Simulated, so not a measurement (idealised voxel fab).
A process module follows: voxel transistor to metal.
It is cross-section cut that appears here, measuring 270 nm in width, its square cells being 5 nm in size.
A cross-section in this document is a grid of square cells, and it is written down as bands, the top band listed before the ones below it; a band is made up of one or more rows of cells. Look at the band entry: it leads with the top's height and the bottom's height in nm. Then it lists the materials left to right, with a width in nm for each. The word "everywhere" on a single material says that material fills the band edge to edge. The word "air" is empty space. All heights in this document are referenced to 0, defined as the level beneath which the wafer, as received, consists entirely of one material. The lowest band is not bounded below; it extends indefinitely downward and is written in the form "0 -> down". It should be noted that a width expressed as "30..40" varies in equal increments from row to row of cells within the band, taking the value of the first number at the top row and that of the second number at the bottom row. "same as before" after a step means that no cell of the cross-section changed. What "Catalogued sealed voids" gives you is every empty space of 8 cells or more that is cut off from the top. Each appears as width x height at distance, with the distance taken from the left edge and width, height and distance all in nm. Note: text after step settings on the step line = simulator remark on that step. overlay nm: right-of-plan distance of the mask on a masked step; negative values mean left-of-plan.

# Set out below are the planned steps of the process
step 1: RECEIVE: material Si
step 2: CONFORMAL_DEP: material SiO2, thk nm 5
step 3: CONFORMAL_DEP: material SiN, thk nm 10
step 4: PATTERN: tone cover, mask id ACTIVE, material resist, width nm 95, pitch nm 125, thk nm 15, overlay nm 0
step 5: DIRECTIONAL_ETCH: etch materials SiN, depth nm 10
step 6: DIRECTIONAL_ETCH: etch materials SiO2, depth nm 5
step 7: DIRECTIONAL_ETCH: etch materials Si, depth nm 20
step 8: STRIP: etch materials resist
step 9: FILL_DEP: material SiO2, thk nm 15
step 10: CMP: height nm 15
step 11: SELECTIVE_ETCH: etch materials SiO2, depth nm 5
step 12: STRIP: etch materials SiN
step 13: SELECTIVE_ETCH: etch materials SiO2, depth nm 5
step 14: OXIDIZE: depth nm 5
step 15: DIRECTIONAL_DEP: material polySi, thk nm 25
step 16: DIRECTIONAL_DEP: material SiCN, thk nm 15
step 17: PATTERN: tone cover, mask id GATE, material resist, width nm 25, pitch nm 125, thk nm 20, overlay nm 0
step 18: DIRECTIONAL_ETCH: etch materials SiCN, depth nm 25
step 19: DIRECTIONAL_ETCH: etch materials polySi, depth nm 35
step 20: STRIP: etch materials resist
step 21: CONFORMAL_DEP: material SiO2, thk nm 5
step 22: DIRECTIONAL_ETCH: etch materials SiO2, depth nm 5
step 23: CONFORMAL_DEP: material SiN, thk nm 5
step 24: DIRECTIONAL_ETCH: etch materials SiN, depth nm 5
step 25: DIRECTIONAL_ETCH: etch materials SiO2, depth nm 5
step 26: DIRECTIONAL_ETCH: etch materials Si, depth nm 10
step 27: EPI: material nSi, thk nm 10
step 28: FILL_DEP: material SiO2, thk nm 10
step 29: CMP: height nm 40
step 30: DIRECTIONAL_DEP: material SiO2, thk nm 15
step 31: DIRECTIONAL_DEP: material aC, thk nm 10
step 32: PATTERN: tone open, mask id CONTACT, material resist, width nm 15, thk nm 30, overlay nm 0
step 33: DIRECTIONAL_ETCH: etch materials aC, depth nm 10
step 34: STRIP: etch materials resist
step 35: DIRECTIONAL_ETCH: etch materials SiO2, depth nm 50
step 36: STRIP: etch materials aC
step 37: CONFORMAL_DEP: material TiN, thk nm 5
step 38: FILL_DEP: material W, thk nm 10
step 39: CMP: height nm 55
step 40: CONFORMAL_DEP: material SiCN, thk nm 5
step 41: DIRECTIONAL_DEP: material SiO2, thk nm 20
step 42: DIRECTIONAL_DEP: material aC, thk nm 15
step 43: PATTERN: tone open, mask id METAL_1, material resist, width nm 15, thk nm 30, overlay nm 0
step 44: DIRECTIONAL_ETCH: etch materials aC, depth nm 15
step 45: STRIP: etch materials resist
step 46: DIRECTIONAL_ETCH: etch materials SiO2, depth nm 20
step 47: DIRECTIONAL_ETCH: etch materials SiCN, depth nm 5
step 48: STRIP: etch materials aC
step 49: CONFORMAL_DEP: material TiN, thk nm 5
step 50: FILL_DEP: material Cu, thk nm 5
step 51: CMP: height nm 80
step 52: EPI: material Ru, thk nm 5
step 53: FILL_DEP: material SiCN, thk nm 5
varied across the wafers: width nm of step 32. The plan shows the first wafer's value. All wafers start alike

# Received wafers, first of several: cross-section after step 1
* 0 -> down: Si everywhere
* Catalogued sealed voids: none

# The table below has one row for each wafer; a row shows, as of the end of the module, how many cells of each material the wafer has gained, marked (+), or lost, marked (-), since it was received, and then the wafer's closed voids
width nm 15; +16 Cu; +20 Ru; -134 Si; +160 SiCN; +36 SiN; +596 SiO2; +128 TiN; +36 W; +64 nSi; +50 polySi; Catalogued sealed voids: none
width nm 20; +16 Cu; +20 Ru; -134 Si; +160 SiCN; +36 SiN; +556 SiO2; +132 TiN; +72 W; +64 nSi; +50 polySi; Catalogued sealed voids: none
width nm 25; +16 Cu; +20 Ru; -134 Si; +160 SiCN; +36 SiN; +516 SiO2; +136 TiN; +108 W; +64 nSi; +50 polySi; Catalogued sealed voids: none
width nm 30; +16 Cu; +20 Ru; -134 Si; +160 SiCN; +36 SiN; +490 SiO2; +140 TiN; +130 W; +64 nSi; +50 polySi; Catalogued sealed voids: none
